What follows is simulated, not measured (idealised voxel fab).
process module | voxel capacitor over wiring
cross-section cut | 220 nm wide | cells 5 nm
A cross-section is a grid of square cells, given in bands from the top down. A band is one or more rows of cells.
Each band's line starts with the height of the band's top and of its bottom, in nm. Then come its materials from left to right, each with its width in nm. One material with "throughout" fills the band from edge to edge. "air" is empty space.
Height 0 is the level under which the wafer as received is all one material. The lowest band goes on downwards, as in "0 down".
A width such as "30 to 40" changes by the same amount from each row of cells to the next, from the band's top row to its bottom row.
"no change" after a step means that no cell of the cross-section changed.
closed voids: empty space of 8 cells or more with no open way to the top, each as width x height at its distance from the left edge, in nm
after a step's settings: what the simulator itself notes on the step
overlay nm, on a step with a mask: how far to the right of its planned place the mask lay; to the left if negative
plan
1 op RECEIVE | material Si
2 op CONFORMAL_DEP | material SiO2 | thk nm 15
3 op DIRECTIONAL_DEP | material TiN | thk nm 5
4 op DIRECTIONAL_DEP | material W | thk nm 20
5 op DIRECTIONAL_DEP | material aC | thk nm 10
6 op PATTERN | tone cover | mask id METAL_1 | material resist | width nm 20 | pitch nm 70 | thk nm 30 | overlay nm 0
7 op DIRECTIONAL_ETCH | etch materials aC | depth nm 10
8 op STRIP | etch materials resist
9 op DIRECTIONAL_ETCH | etch materials W | depth nm 20
10 op DIRECTIONAL_ETCH | etch materials TiN | depth nm 5
11 op STRIP | etch materials aC
12 op CONFORMAL_DEP | material SiCN | thk nm 5
13 op FILL_DEP | material lowk | thk nm 5
14 op CMP | height nm 40
15 op CONFORMAL_DEP | material SiCN | thk nm 5
16 op DIRECTIONAL_DEP | material lowk | thk nm 20
17 op PATTERN | tone open | mask id PLUG_1 | material resist | width nm 15 | thk nm 20 | overlay nm 0
18 op DIRECTIONAL_ETCH | etch materials lowk | depth nm 20
19 op DIRECTIONAL_ETCH | etch materials SiCN | depth nm 5
20 op STRIP | etch materials resist
21 op CONFORMAL_DEP | material TiN | thk nm 5
22 op FILL_DEP | material Ru | thk nm 5
23 op CMP | height nm 65
24 op DIRECTIONAL_DEP | material TiN | thk nm 10
25 op DIRECTIONAL_DEP | material HfO2 | thk nm 5
26 op DIRECTIONAL_DEP | material TiN | thk nm 10
27 op PATTERN | tone cover | mask id UPPER_PLATE | material resist | width nm 55 | thk nm 15 | overlay nm 0
28 op DIRECTIONAL_ETCH | etch materials TiN | depth nm 10
29 op DIRECTIONAL_ETCH | etch materials HfO2 | depth nm 5
30 op STRIP | etch materials resist
31 op PATTERN | tone cover | mask id LOWER_PLATE | material resist | width nm 65 | thk nm 15 | overlay nm 0
32 op DIRECTIONAL_ETCH | etch materials TiN | depth nm 10
33 op STRIP | etch materials resist
34 op FILL_DEP | material SiO2 | thk nm 15
35 op CMP | height nm 100
36 op DIRECTIONAL_DEP | material aC | thk nm 15
37 op PATTERN | tone open | mask id PLUG_2 | material resist | width nm 15 | thk nm 30 | overlay nm 0
38 op DIRECTIONAL_ETCH | etch materials aC | depth nm 15
39 op STRIP | etch materials resist
40 op DIRECTIONAL_ETCH | etch materials SiO2 | depth nm 10
41 op STRIP | etch materials aC
42 op CONFORMAL_DEP | material TiN | thk nm 5
43 op FILL_DEP | material Cu | thk nm 10
44 op CMP | height nm 100
45 op CONFORMAL_DEP | material SiN | thk nm 5
as received, after step 1
  0 down: Si throughout
  closed voids: none
first wafer at the end, as planned
  105 to 100: SiN throughout
  100 to 95: SiO2 80 | TiN 5 | Cu 5 | TiN 5 | SiO2 125
  95 to 90: SiO2 80 | TiN 15 | SiO2 125
  90 to 80: SiO2 70 | TiN 55 | SiO2 95
  80 to 75: SiO2 70 | HfO2 55 | SiO2 95
  75 to 65: SiO2 65 | TiN 65 | SiO2 90
  65 to 45: lowk 70 | TiN 5 | Ru 5 | TiN 5 | lowk 135
  45 to 40: SiCN 70 | TiN 15 | SiCN 135
  40 to 20: lowk 60 | SiCN 5 | W 20 | SiCN 5 | lowk 40 | SiCN 5 | W 20 | SiCN 5 | lowk 60
  20 to 15: SiCN 65 | TiN 20 | SiCN 50 | TiN 20 | SiCN 65
  15 to 0: SiO2 throughout
  0 down: Si throughout
  closed voids: none
second wafer at the end: like start, like plan, one mistake
  105 to 100: SiN throughout
  100 to 95: SiO2 80 | TiN 5 | Cu 5 | TiN 5 | SiO2 125
  95 to 90: SiO2 80 | TiN 15 | SiO2 125
  90 to 80: SiO2 70 | TiN 55 | SiO2 95
  80 to 75: SiO2 70 | HfO2 55 | SiO2 95
  75 to 65: Cu throughout
  65 to 45: lowk 70 | TiN 5 | Ru 5 | TiN 5 | lowk 135
  45 to 40: SiCN 70 | TiN 15 | SiCN 135
  40 to 20: lowk 60 | SiCN 5 | W 20 | SiCN 5 | lowk 40 | SiCN 5 | W 20 | SiCN 5 | lowk 60
  20 to 15: SiCN 65 | TiN 20 | SiCN 50 | TiN 20 | SiCN 65
  15 to 0: SiO2 throughout
  0 down: Si throughout
  closed voids: none
what went wrong: step 24 ran as: op DIRECTIONAL_DEP | material Cu | thk nm 10
at the end the second wafer has, in cells: 88 more of Cu | 62 fewer of SiO2 | 26 fewer of TiN
